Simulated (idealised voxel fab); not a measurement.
process module | voxel transistor to metal
cross-section cut | 155 nm wide | cells 5 nm
A cross-section is a grid of square cells, given in bands from the top down. A band is one or more rows of cells.
Each band's line starts with the height of the band's top and of its bottom, in nm. Then come its materials from left to right, each with its width in nm. One material with "throughout" fills the band from edge to edge. "air" is empty space.
Height 0 is the level under which the wafer as received is all one material. The lowest band goes on downwards, as in "0 down".
A width such as "30 to 40" changes by the same amount from each row of cells to the next, from the band's top row to its bottom row.
"no change" after a step means that no cell of the cross-section changed.
closed voids: empty space of 8 cells or more with no open way to the top, each as width x height at its distance from the left edge, in nm
after a step's settings: what the simulator itself notes on the step
overlay nm, on a step with a mask: how far to the right of its planned place the mask lay; to the left if negative
plan
1 op RECEIVE | material Si
2 op OXIDIZE | depth nm 5
3 op CONFORMAL_DEP | material SiN | thk nm 10
4 op MASKED_ETCH | tone cover | mask id ACTIVE | width nm 120 | etch materials SiN | depth nm 10 | overlay nm 0
5 op MASKED_ETCH | tone cover | mask id ACTIVE | width nm 120 | etch materials SiO2 | depth nm 5 | overlay nm 0
6 op MASKED_ETCH | tone cover | mask id ACTIVE | width nm 120 | etch materials Si | depth nm 20 | overlay nm 0
7 op FILL_DEP | material SiO2 | thk nm 15
8 op CMP | height nm 10
9 op SELECTIVE_ETCH | etch materials SiO2 | depth nm 10
10 op STRIP | etch materials SiN
11 op SELECTIVE_ETCH | etch materials SiO2 | depth nm 5
12 op OXIDIZE | depth nm 5
13 op DIRECTIONAL_DEP | material polySi | thk nm 20
14 op DIRECTIONAL_DEP | material SiCN | thk nm 10
15 op MASKED_ETCH | tone cover | mask id GATE | width nm 30 | etch materials SiCN | depth nm 20 | overlay nm 0
16 op MASKED_ETCH | tone cover | mask id GATE | width nm 30 | etch materials polySi | depth nm 30 | overlay nm 0
17 op CONFORMAL_DEP | material SiN | thk nm 10
18 op DIRECTIONAL_ETCH | etch materials SiN | depth nm 10
19 op DIRECTIONAL_ETCH | etch materials SiO2 | depth nm 5
20 op EPI | material pSi | thk nm 5
21 op FILL_DEP | material SiO2 | thk nm 5
22 op CMP | height nm 15
23 op STRIP | etch materials polySi
24 op SELECTIVE_ETCH | etch materials SiO2 | depth nm 5
25 op CONFORMAL_DEP | material HfO2 | thk nm 5
26 op CONFORMAL_DEP | material TiN | thk nm 5
27 op FILL_DEP | material W | thk nm 10
28 op CMP | height nm 10
29 op DIRECTIONAL_DEP | material SiO2 | thk nm 15
30 op PATTERN | tone open | mask id CONTACT | material resist | width nm 20 | pitch nm 80 | thk nm 15 | overlay nm 0
31 op DIRECTIONAL_ETCH | etch materials SiO2 | depth nm 30
32 op STRIP | etch materials resist
33 op CONFORMAL_DEP | material TiN | thk nm 5
34 op FILL_DEP | material W | thk nm 5
35 op CMP | height nm 25
36 op DIRECTIONAL_DEP | material TiN | thk nm 5
37 op DIRECTIONAL_DEP | material Ru | thk nm 20
38 op PATTERN | tone cover | mask id METAL_1 | material resist | width nm 20 | pitch nm 80 | thk nm 15 | overlay nm 0
39 op DIRECTIONAL_ETCH | etch materials Ru | depth nm 20
40 op DIRECTIONAL_ETCH | etch materials TiN | depth nm 5
41 op STRIP | etch materials resist
42 op FILL_DEP | material lowk | thk nm 5
43 op CMP | height nm 50
44 op CONFORMAL_DEP | material SiCN | thk nm 5
first wafer, as planned
as received, after step 1
  0 down: Si throughout
  closed voids: none
after step 2
  0 to -5: SiO2 throughout
  below -5: unchanged
after step 3
  10 to 0: SiN throughout
  below 0: unchanged
after step 4
  10 to 0: air 15 | SiN 120 | air 20
  below 0: unchanged
after step 5
  10 to 0: air 15 | SiN 120 | air 20
  0 to -5: air 15 | SiO2 120 | air 20
  below -5: unchanged
after step 6
  10 to 0: air 15 | SiN 120 | air 20
  0 to -5: air 15 | SiO2 120 | air 20
  -5 to -25: air 15 | Si 120 | air 20
  below -25: unchanged
after step 7
  25 to 10: SiO2 throughout
  10 to 0: SiO2 15 | SiN 120 | SiO2 20
  0 to -5: SiO2 throughout
  -5 to -25: SiO2 15 | Si 120 | SiO2 20
  below -25: unchanged
after step 8
  10 to 0: SiO2 15 | SiN 120 | SiO2 20
  below 0: unchanged
after step 9
  10 to 0: air 15 | SiN 120 | air 20
  below 0: unchanged
after step 10
  0 to -5: SiO2 throughout
  below -5: unchanged
after step 11
  -5 to -25: SiO2 15 | Si 120 | SiO2 20
  below -25: unchanged
after step 12
  -5 to -10: SiO2 throughout
  below -10: unchanged
after step 13
  15 to -5: polySi throughout
  below -5: unchanged
after step 14
  25 to 15: SiCN throughout
  below 15: unchanged
after step 15
  25 to 15: air 60 | SiCN 30 | air 65
  below 15: unchanged
after step 16
  25 to 15: air 60 | SiCN 30 | air 65
  15 to -5: air 60 | polySi 30 | air 65
  below -5: unchanged
after step 17
  35 to 25: air 50 | SiN 50 | air 55
  25 to 15: air 50 | SiN 10 | SiCN 30 | SiN 10 | air 55
  15 to 5: air 50 | SiN 10 | polySi 30 | SiN 10 | air 55
  5 to -5: SiN 60 | polySi 30 | SiN 65
  below -5: unchanged
after step 18
  25 to 15: air 50 | SiN 10 | SiCN 30 | SiN 10 | air 55
  15 to -5: air 50 | SiN 10 | polySi 30 | SiN 10 | air 55
  below -5: unchanged
after step 19
  25 to 15: air 50 | SiN 10 | SiCN 30 | SiN 10 | air 55
  15 to -5: air 50 | SiN 10 | polySi 30 | SiN 10 | air 55
  -5 to -10: air 50 | SiO2 50 | air 55
  below -10: unchanged
after step 20
  25 to 15: air 50 | SiN 10 | SiCN 30 | SiN 10 | air 55
  15 to -5: air 50 | SiN 10 | polySi 30 | SiN 10 | air 55
  -5 to -10: air 10 | pSi 40 | SiO2 50 | pSi 40 | air 15
  below -10: unchanged
after step 21
  30 to 25: SiO2 throughout
  25 to 15: SiO2 50 | SiN 10 | SiCN 30 | SiN 10 | SiO2 55
  15 to -5: SiO2 50 | SiN 10 | polySi 30 | SiN 10 | SiO2 55
  -5 to -10: SiO2 10 | pSi 40 | SiO2 50 | pSi 40 | SiO2 15
  below -10: unchanged
after step 22
  15 to -5: SiO2 50 | SiN 10 | polySi 30 | SiN 10 | SiO2 55
  below -5: unchanged
after step 23
  15 to -5: SiO2 50 | SiN 10 | air 30 | SiN 10 | SiO2 55
  below -5: unchanged
after step 24
  15 to 10: air 50 | SiN 10 | air 30 | SiN 10 | air 55
  10 to -5: SiO2 50 | SiN 10 | air 30 | SiN 10 | SiO2 55
  -5 to -10: SiO2 10 | pSi 40 | SiO2 5 | air 40 | SiO2 5 | pSi 40 | SiO2 15
  below -10: unchanged
after step 25
  20 to 15: air 45 | HfO2 20 | air 20 | HfO2 20 | air 50
  15 to 10: HfO2 50 | SiN 10 | HfO2 5 | air 20 | HfO2 5 | SiN 10 | HfO2 55
  10 to -5: SiO2 50 | SiN 10 | HfO2 5 | air 20 | HfO2 5 | SiN 10 | SiO2 55
  -5 to -10: SiO2 10 | pSi 40 | SiO2 5 | HfO2 40 | SiO2 5 | pSi 40 | SiO2 15
  below -10: unchanged
after step 26
  25 to 20: air 40 | TiN 30 | air 10 | TiN 30 | air 45
  20 to 15: TiN 45 | HfO2 20 | TiN 5 | air 10 | TiN 5 | HfO2 20 | TiN 50
  15 to 10: HfO2 50 | SiN 10 | HfO2 5 | TiN 5 | air 10 | TiN 5 | HfO2 5 | SiN 10 | HfO2 55
  10 to 0: SiO2 50 | SiN 10 | HfO2 5 | TiN 5 | air 10 | TiN 5 | HfO2 5 | SiN 10 | SiO2 55
  0 to -5: SiO2 50 | SiN 10 | HfO2 5 | TiN 20 | HfO2 5 | SiN 10 | SiO2 55
  below -5: unchanged
after step 27
  35 to 25: W throughout
  25 to 20: W 40 | TiN 30 | W 10 | TiN 30 | W 45
  20 to 15: TiN 45 | HfO2 20 | TiN 5 | W 10 | TiN 5 | HfO2 20 | TiN 50
  15 to 10: HfO2 50 | SiN 10 | HfO2 5 | TiN 5 | W 10 | TiN 5 | HfO2 5 | SiN 10 | HfO2 55
  10 to 0: SiO2 50 | SiN 10 | HfO2 5 | TiN 5 | W 10 | TiN 5 | HfO2 5 | SiN 10 | SiO2 55
  below 0: unchanged
after step 28
  10 to 0: SiO2 50 | SiN 10 | HfO2 5 | TiN 5 | W 10 | TiN 5 | HfO2 5 | SiN 10 | SiO2 55
  below 0: unchanged
after step 29
  25 to 10: SiO2 throughout
  below 10: unchanged
after step 30
  40 to 25: resist 25 | air 20 | resist 60 | air 20 | resist 30
  below 25: unchanged
after step 31
  40 to 25: resist 25 | air 20 | resist 60 | air 20 | resist 30
  25 to 10: SiO2 25 | air 20 | SiO2 60 | air 20 | SiO2 30
  10 to 0: SiO2 25 | air 20 | SiO2 5 | SiN 10 | HfO2 5 | TiN 5 | W 10 | TiN 5 | HfO2 5 | SiN 10 | SiO2 5 | air 20 | SiO2 30
  0 to -5: SiO2 25 | air 20 | SiO2 5 | SiN 10 | HfO2 5 | TiN 20 | HfO2 5 | SiN 10 | SiO2 5 | air 20 | SiO2 30
  below -5: unchanged
after step 32
  25 to 10: SiO2 25 | air 20 | SiO2 60 | air 20 | SiO2 30
  below 10: unchanged
after step 33
  30 to 25: TiN 30 | air 10 | TiN 70 | air 10 | TiN 35
  25 to 10: SiO2 25 | TiN 5 | air 10 | TiN 5 | SiO2 60 | TiN 5 | air 10 | TiN 5 | SiO2 30
  10 to 0: SiO2 25 | TiN 5 | air 10 | TiN 5 | SiO2 5 | SiN 10 | HfO2 5 | TiN 5 | W 10 | TiN 5 | HfO2 5 | SiN 10 | SiO2 5 | TiN 5 | air 10 | TiN 5 | SiO2 30
  0 to -5: SiO2 25 | TiN 20 | SiO2 5 | SiN 10 | HfO2 5 | TiN 20 | HfO2 5 | SiN 10 | SiO2 5 | TiN 20 | SiO2 30
  below -5: unchanged
after step 34
  35 to 30: W throughout
  30 to 25: TiN 30 | W 10 | TiN 70 | W 10 | TiN 35
  25 to 10: SiO2 25 | TiN 5 | W 10 | TiN 5 | SiO2 60 | TiN 5 | W 10 | TiN 5 | SiO2 30
  10 to 0: SiO2 25 | TiN 5 | W 10 | TiN 5 | SiO2 5 | SiN 10 | HfO2 5 | TiN 5 | W 10 | TiN 5 | HfO2 5 | SiN 10 | SiO2 5 | TiN 5 | W 10 | TiN 5 | SiO2 30
  below 0: unchanged
after step 35
  25 to 10: SiO2 25 | TiN 5 | W 10 | TiN 5 | SiO2 60 | TiN 5 | W 10 | TiN 5 | SiO2 30
  below 10: unchanged
after step 36
  30 to 25: TiN throughout
  below 25: unchanged
after step 37
  50 to 30: Ru throughout
  below 30: unchanged
after step 38
  65 to 50: air 25 | resist 20 | air 60 | resist 20 | air 30
  below 50: unchanged
after step 39
  65 to 50: air 25 | resist 20 | air 60 | resist 20 | air 30
  50 to 30: air 25 | Ru 20 | air 60 | Ru 20 | air 30
  below 30: unchanged
after step 40
  65 to 50: air 25 | resist 20 | air 60 | resist 20 | air 30
  50 to 30: air 25 | Ru 20 | air 60 | Ru 20 | air 30
  30 to 25: air 25 | TiN 20 | air 60 | TiN 20 | air 30
  below 25: unchanged
after step 41
  50 to 30: air 25 | Ru 20 | air 60 | Ru 20 | air 30
  below 30: unchanged
after step 42
  55 to 50: lowk throughout
  50 to 30: lowk 25 | Ru 20 | lowk 60 | Ru 20 | lowk 30
  30 to 25: lowk 25 | TiN 20 | lowk 60 | TiN 20 | lowk 30
  below 25: unchanged
after step 43
  50 to 30: lowk 25 | Ru 20 | lowk 60 | Ru 20 | lowk 30
  below 30: unchanged
after step 44
  55 to 50: SiCN throughout
  below 50: unchanged
second wafer: like start, like plan, one mistake. Through step 37 it matches the first wafer
when step 38 should have ended
  65 to 50: air 20 | resist 30 | air 50 | resist 30 | air 25
  below 50: unchanged
when step 39 should have ended
  65 to 50: air 20 | resist 30 | air 50 | resist 30 | air 25
  50 to 30: air 20 | Ru 30 | air 50 | Ru 30 | air 25
  below 30: unchanged
when step 40 should have ended
  65 to 50: air 20 | resist 30 | air 50 | resist 30 | air 25
  50 to 30: air 20 | Ru 30 | air 50 | Ru 30 | air 25
  30 to 25: air 20 | TiN 30 | air 50 | TiN 30 | air 25
  below 25: unchanged
when step 41 should have ended
  50 to 30: air 20 | Ru 30 | air 50 | Ru 30 | air 25
  below 30: unchanged
when step 42 should have ended
  55 to 50: lowk throughout
  50 to 30: lowk 20 | Ru 30 | lowk 50 | Ru 30 | lowk 25
  30 to 25: lowk 20 | TiN 30 | lowk 50 | TiN 30 | lowk 25
  below 25: unchanged
when step 43 should have ended
  50 to 30: lowk 20 | Ru 30 | lowk 50 | Ru 30 | lowk 25
  below 30: unchanged
when step 44 should have ended
  55 to 50: SiCN throughout
  below 50: unchanged
what went wrong: step 38 ran as: op PATTERN | tone cover | mask id METAL_1 | material resist | width nm 30 | pitch nm 80 | thk nm 15 | overlay nm 0
at the end the second wafer has, in cells: 16 more of Ru | 4 more of TiN | 20 fewer of lowk
